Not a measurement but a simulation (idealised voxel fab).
The document below concerns the process module designated voxel gate over fins.
The figure presents cross-section cut, which has a width of 195 nm and is divided into square cells with an edge length of 5 nm.
Think of the cross-section as a grid of square cells. We describe it in bands, top to bottom, and each band covers one or more rows of those cells.
First you get the band's top height and its bottom height, in nm, and then the materials it's made of, left to right, with each width in nm. If you see a single material with "full width", that one covers the band edge to edge. "blank" is empty space.
Convention: height 0 is the level below which the wafer, as received, is all one material. The lowest band does not terminate at the bottom but continues downward, represented as "from 0 down".
Per-row width for "30 to 40": begins at first number (top row of band), ends at second number (bottom row), increment between rows held constant.
Where the words "nothing changed" appear for a step, the cross-section shows no cell changed by that step; every cell remained as before.
Under "Unvented cavities" you'll find the enclosed gaps, the ones with no way out to the top, that are 8 cells or bigger; each reads width x height at distance, with distance counted from the left edge, everything in nm.
Where a step's line continues beyond its settings, the continuation is a remark by the simulator itself on that step.
What "overlay nm" on a step's line means: if the step has a mask, that mask lay this far to the right of its planned place, or, when the value is negative, to the left.
**Process steps foreseen in the plan**
1) RECEIVE [material Si]
2) CONFORMAL_DEP [material SiN] [thk nm 5]
3) PATTERN [tone cover] [mask id FINS] [material resist] [width nm 15] [pitch nm 60] [thk nm 15] [overlay nm -15]
4) DIRECTIONAL_ETCH [etch materials SiN] [depth nm 5]
5) DIRECTIONAL_ETCH [etch materials Si] [depth nm 40]
6) STRIP [etch materials resist]
7) FILL_DEP [material SiO2] [thk nm 15]
8) CMP [height nm 5]
9) PATTERN [tone open] [mask id RAIL] [material resist] [width nm 15] [thk nm 15] [overlay nm 0]
10) DIRECTIONAL_ETCH [etch materials SiO2] [depth nm 40]
11) STRIP [etch materials resist]
12) CONFORMAL_DEP [material TiN] [thk nm 5]
13) FILL_DEP [material W] [thk nm 5]
14) CMP [height nm 5]
15) SELECTIVE_ETCH [etch materials W Ru TiN] [depth nm 25]
16) FILL_DEP [material SiO2] [thk nm 5]
17) CMP [height nm 5]
18) SELECTIVE_ETCH [etch materials SiO2] [depth nm 20]
19) STRIP [etch materials SiN]
20) CONFORMAL_DEP [material HfO2] [thk nm 5]
21) CONFORMAL_DEP [material TiN] [thk nm 5]
22) CONFORMAL_DEP [material TiAl] [thk nm 5]
23) CONFORMAL_DEP [material TiN] [thk nm 5]
24) FILL_DEP [material W] [thk nm 10]
25) CMP [height nm 25]
26) CONFORMAL_DEP [material SiCN] [thk nm 5]
The plan's step 3 overlay nm is the first wafer's value; the wafers differ in this setting and start identical.
**Cross-section, first of several wafers, as delivered after step 1**
	from 0 down = Si full width
	Unvented cavities: none
**Per wafer, end of module: cells gained (+) or lost (-) per material since receipt, then closed voids**
overlay nm -15 | +57 HfO2 | -240 Si | +39 SiCN | +141 SiO2 | +57 TiAl | +118 TiN | +62 W | Unvented cavities: none
overlay nm -10 | +57 HfO2 | -240 Si | +39 SiCN | +141 SiO2 | +57 TiAl | +121 TiN | +59 W | Unvented cavities: none
overlay nm -5 | +57 HfO2 | -240 Si | +39 SiCN | +141 SiO2 | +57 TiAl | +121 TiN | +59 W | Unvented cavities: none
overlay nm 0 | +57 HfO2 | -240 Si | +39 SiCN | +141 SiO2 | +57 TiAl | +121 TiN | +59 W | Unvented cavities: none
overlay nm 5 | +57 HfO2 | -240 Si | +39 SiCN | +141 SiO2 | +57 TiAl | +121 TiN | +59 W | Unvented cavities: none
overlay nm 10 | +57 HfO2 | -240 Si | +39 SiCN | +141 SiO2 | +57 TiAl | +121 TiN | +59 W | Unvented cavities: none
overlay nm 15 | +57 HfO2 | -240 Si | +39 SiCN | +141 SiO2 | +57 TiAl | +118 TiN | +62 W | Unvented cavities: none
